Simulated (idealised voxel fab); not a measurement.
process module | voxel air gaps
cross-section cut | 300 nm wide | cells 5 nm
A cross-section is a grid of square cells, given in bands from the top down. A band is one or more rows of cells.
Each band's line starts with the height of the band's top and of its bottom, in nm. Then come its materials from left to right, each with its width in nm. One material with "throughout" fills the band from edge to edge. "air" is empty space.
Height 0 is the level under which the wafer as received is all one material. The lowest band goes on downwards, as in "0 down".
A width such as "30 to 40" changes by the same amount from each row of cells to the next, from the band's top row to its bottom row.
"no change" after a step means that no cell of the cross-section changed.
closed voids: empty space of 8 cells or more with no open way to the top, each as width x height at its distance from the left edge, in nm
after a step's settings: what the simulator itself notes on the step
overlay nm, on a step with a mask: how far to the right of its planned place the mask lay; to the left if negative
plan
1 op RECEIVE | material Si
2 op CONFORMAL_DEP | material SiO2 | thk nm 10
3 op CONFORMAL_DEP | material SiN | thk nm 5
4 op DIRECTIONAL_DEP | material SiO2 | thk nm 40
5 op MASKED_ETCH | tone open | mask id LINES | width nm 20 | pitch nm 45 | etch materials SiO2 | depth nm 40 | overlay nm 0
6 op CONFORMAL_DEP | material TiN | thk nm 5
7 op FILL_DEP | material W | thk nm 10
8 op CMP | height nm 55
9 op EPI | material Ru | thk nm 10
10 op SELECTIVE_ETCH | etch materials SiO2 | depth nm 50
11 op CONFORMAL_DEP | material SiN | thk nm 5
as received, after step 1
  0 down: Si throughout
  closed voids: none
a wafer at the end: this start, this plan, one mistake
  70 to 65: air 55 | TiN 185 | air 60
  65 to 55: air 55 | TiN 5 | Ru 40 | TiN 5 | Ru 40 | TiN 5 | Ru 40 | TiN 5 | Ru 40 | TiN 5 | air 60
  55 to 50: air 55 | TiN 20 | W 10 | TiN 35 | W 10 | TiN 35 | W 10 | TiN 35 | W 10 | TiN 20 | air 60
  50 to 20: air 65 | TiN 10 | W 10 | TiN 10 | air 15 | TiN 10 | W 10 | TiN 10 | air 15 | TiN 10 | W 10 | TiN 10 | air 15 | TiN 10 | W 10 | TiN 10 | air 70
  20 to 15: TiN throughout
  15 to 10: SiN throughout
  10 to 0: SiO2 throughout
  0 down: Si throughout
  closed voids: 15 x 30 at 95; 15 x 30 at 140; 15 x 30 at 185
what went wrong: step 11 ran as: op CONFORMAL_DEP | material TiN | thk nm 5
